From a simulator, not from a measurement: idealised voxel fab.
Process module heading - voxel transistor to metal
The figure presents cross-section cut, which has a width of 200 nm and is divided into square cells with an edge length of 5 nm.
Cross-section layout: square cells on a grid; listed as bands, top to bottom; a band spans one or more cell rows. For a band, the entry starts with two heights in nm, that of the top and then that of the bottom, and carries on with the band's materials in order from left to right, each alongside its width in nm; the word "edge to edge" beside a single material means it fills the band edge to edge, and "air" means empty space. Heights are measured from 0, the level below which the as-received wafer is all one material; the lowest band has no bottom and continues downward, written as in "from 0 down". The expression "30..40" gives the width at the extremes of the band, the first number at its top row of cells and the second at its bottom row, with the width changing by equal amounts from each row to the next in between. "remains unaltered" for a step: no cell of the cross-section changed in that step. The entry titled "Closed void roster" provides the empty spaces that have no open way to the top, restricted to those of 8 cells or more. Each is presented as width x height at distance, the distance being measured from the left edge, with all three in nm. Whatever follows a step's settings on its line is a remark the simulator itself makes about that step. overlay nm: where the mask lay relative to plan, measured to the right, on steps with a mask; negatives go left.

## Process steps - plan
- 1: RECEIVE,material Si
- 2: CONFORMAL_DEP,material SiO2,thk nm 5
- 3: CONFORMAL_DEP,material SiN,thk nm 10
- 4: MASKED_ETCH,tone cover,mask id ACTIVE,width nm 115,etch materials SiN,depth nm 10,overlay nm 0
- 5: MASKED_ETCH,tone cover,mask id ACTIVE,width nm 115,etch materials SiO2,depth nm 5,overlay nm 0
- 6: MASKED_ETCH,tone cover,mask id ACTIVE,width nm 115,etch materials Si,depth nm 35,overlay nm 0
- 7: FILL_DEP,material SiO2,thk nm 10
- 8: CMP,height nm 15
- 9: SELECTIVE_ETCH,etch materials SiO2,depth nm 10
- 10: STRIP,etch materials SiN
- 11: SELECTIVE_ETCH,etch materials SiO2,depth nm 5
- 12: OXIDIZE,depth nm 5
- 13: DIRECTIONAL_DEP,material polySi,thk nm 25
- 14: DIRECTIONAL_DEP,material SiCN,thk nm 15
- 15: PATTERN,tone cover,mask id GATE,material resist,width nm 35,thk nm 20,overlay nm 0
- 16: DIRECTIONAL_ETCH,etch materials SiCN,depth nm 25
- 17: DIRECTIONAL_ETCH,etch materials polySi,depth nm 35
- 18: STRIP,etch materials resist
- 19: CONFORMAL_DEP,material SiN,thk nm 5
- 20: DIRECTIONAL_ETCH,etch materials SiN,depth nm 5
- 21: DIRECTIONAL_ETCH,etch materials SiO2,depth nm 5
- 22: EPI,material nSi,thk nm 5
- 23: FILL_DEP,material SiO2,thk nm 5
- 24: CMP,height nm 25
- 25: STRIP,etch materials polySi
- 26: SELECTIVE_ETCH,etch materials SiO2,depth nm 5
- 27: CONFORMAL_DEP,material HfO2,thk nm 5
- 28: CONFORMAL_DEP,material TiN,thk nm 5
- 29: FILL_DEP,material W,thk nm 5
- 30: CMP,height nm 20
- 31: DIRECTIONAL_DEP,material SiO2,thk nm 15
- 32: DIRECTIONAL_DEP,material aC,thk nm 10
- 33: PATTERN,tone open,mask id CONTACT,material resist,width nm 15,pitch nm 90,thk nm 25,overlay nm 0
- 34: DIRECTIONAL_ETCH,etch materials aC,depth nm 10
- 35: STRIP,etch materials resist
- 36: DIRECTIONAL_ETCH,etch materials SiO2,depth nm 35
- 37: STRIP,etch materials aC
- 38: CONFORMAL_DEP,material TiN,thk nm 5
- 39: FILL_DEP,material W,thk nm 5
- 40: CMP,height nm 35
- 41: CONFORMAL_DEP,material SiCN,thk nm 5
- 42: DIRECTIONAL_DEP,material SiO2,thk nm 25
- 43: DIRECTIONAL_DEP,material aC,thk nm 15
- 44: PATTERN,tone open,mask id METAL_1,material resist,width nm 15,pitch nm 90,thk nm 30,overlay nm 0
- 45: DIRECTIONAL_ETCH,etch materials aC,depth nm 15
- 46: STRIP,etch materials resist
- 47: DIRECTIONAL_ETCH,etch materials SiO2,depth nm 25
- 48: DIRECTIONAL_ETCH,etch materials SiCN,depth nm 5
- 49: STRIP,etch materials aC
- 50: CONFORMAL_DEP,material TiN,thk nm 5
- 51: FILL_DEP,material Cu,thk nm 5
- 52: CMP,height nm 65
- 53: CONFORMAL_DEP,material SiCN,thk nm 5
- 54: DIRECTIONAL_DEP,material SiO2,thk nm 30
- 55: PATTERN,tone open,mask id METAL_2,material resist,width nm 15,pitch nm 90,thk nm 20,overlay nm 0
- 56: DIRECTIONAL_ETCH,etch materials SiO2,depth nm 20
- 57: STRIP,etch materials resist
- 58: MASKED_ETCH,tone open,mask id METAL_2_HOLES,width nm 15,pitch nm 90,etch materials SiO2,depth nm 10,overlay nm 0
- 59: MASKED_ETCH,tone open,mask id METAL_2_HOLES,width nm 15,pitch nm 90,etch materials SiCN,depth nm 5,overlay nm 0
- 60: CONFORMAL_DEP,material TiN,thk nm 5
- 61: FILL_DEP,material Ru,thk nm 10
- 62: CMP,height nm 100
- 63: CONFORMAL_DEP,material SiCN,thk nm 5

## This is the cross-section of the wafer as we received it, i.e. after step 1
- from 0 down = Si edge to edge
- Closed void roster: none

## first wafer at the end, as planned
- from 105 to 100 = SiCN edge to edge
- from 100 to 70 = SiO2 45, then TiN 5, then Ru 5, then TiN 5, then SiO2 75, then TiN 5, then Ru 5, then TiN 5, then SiO2 50
- from 70 to 65 = SiCN 45, then TiN 15, then SiCN 75, then TiN 15, then SiCN 50
- from 65 to 40 = SiO2 45, then TiN 5, then Cu 5, then TiN 5, then SiO2 75, then TiN 5, then Cu 5, then TiN 5, then SiO2 50
- from 40 to 35 = SiCN 45, then TiN 15, then SiCN 75, then TiN 15, then SiCN 50
- from 35 to 20 = SiO2 45, then TiN 5, then W 5, then TiN 5, then SiO2 75, then TiN 5, then W 5, then TiN 5, then SiO2 50
- from 20 to 5 = SiO2 45, then TiN 5, then W 5, then TiN 5, then SiO2 15, then SiN 5, then HfO2 5, then TiN 5, then W 15, then TiN 5, then HfO2 5, then SiN 5, then SiO2 15, then TiN 5, then W 5, then TiN 5, then SiO2 50
- from 5 to 0 = SiO2 45, then TiN 15, then SiO2 15, then SiN 5, then HfO2 5, then TiN 25, then HfO2 5, then SiN 5, then SiO2 15, then TiN 15, then SiO2 50
- from 0 to -5 = SiO2 35, then nSi 40, then HfO2 45, then nSi 40, then SiO2 40
- from -5 to -35 = SiO2 40, then Si 115, then SiO2 45
- from -35 down = Si edge to edge
- Closed void roster: none

## Second wafer of the two, sectioned at the end of the module. It began like the first and followed the same plan, but one mistake was made while running it
- from 105 to 100 = SiCN edge to edge
- from 100 to 70 = SiO2 45, then TiN 5, then Ru 5, then TiN 5, then SiO2 75, then TiN 5, then Ru 5, then TiN 5, then SiO2 50
- from 70 to 65 = SiCN 45, then TiN 15, then SiCN 75, then TiN 15, then SiCN 50
- from 65 to 40 = SiO2 45, then Ru 5, then Cu 5, then Ru 5, then SiO2 75, then Ru 5, then Cu 5, then Ru 5, then SiO2 50
- from 40 to 35 = SiCN 45, then Ru 15, then SiCN 75, then Ru 15, then SiCN 50
- from 35 to 20 = SiO2 45, then TiN 5, then W 5, then TiN 5, then SiO2 75, then TiN 5, then W 5, then TiN 5, then SiO2 50
- from 20 to 5 = SiO2 45, then TiN 5, then W 5, then TiN 5, then SiO2 15, then SiN 5, then HfO2 5, then TiN 5, then W 15, then TiN 5, then HfO2 5, then SiN 5, then SiO2 15, then TiN 5, then W 5, then TiN 5, then SiO2 50
- from 5 to 0 = SiO2 45, then TiN 15, then SiO2 15, then SiN 5, then HfO2 5, then TiN 25, then HfO2 5, then SiN 5, then SiO2 15, then TiN 15, then SiO2 50
- from 0 to -5 = SiO2 35, then nSi 40, then HfO2 45, then nSi 40, then SiO2 40
- from -5 to -35 = SiO2 40, then Si 115, then SiO2 45
- from -35 down = Si edge to edge
- Closed void roster: none
Deviation from plan: for step 50, the planned setting was not used; the step was instead run as CONFORMAL_DEP,material Ru,thk nm 5
Bottom line after processing is that, in cells, the second wafer is up or down on some materials versus the first: 26 more of Ru; 26 fewer of TiN
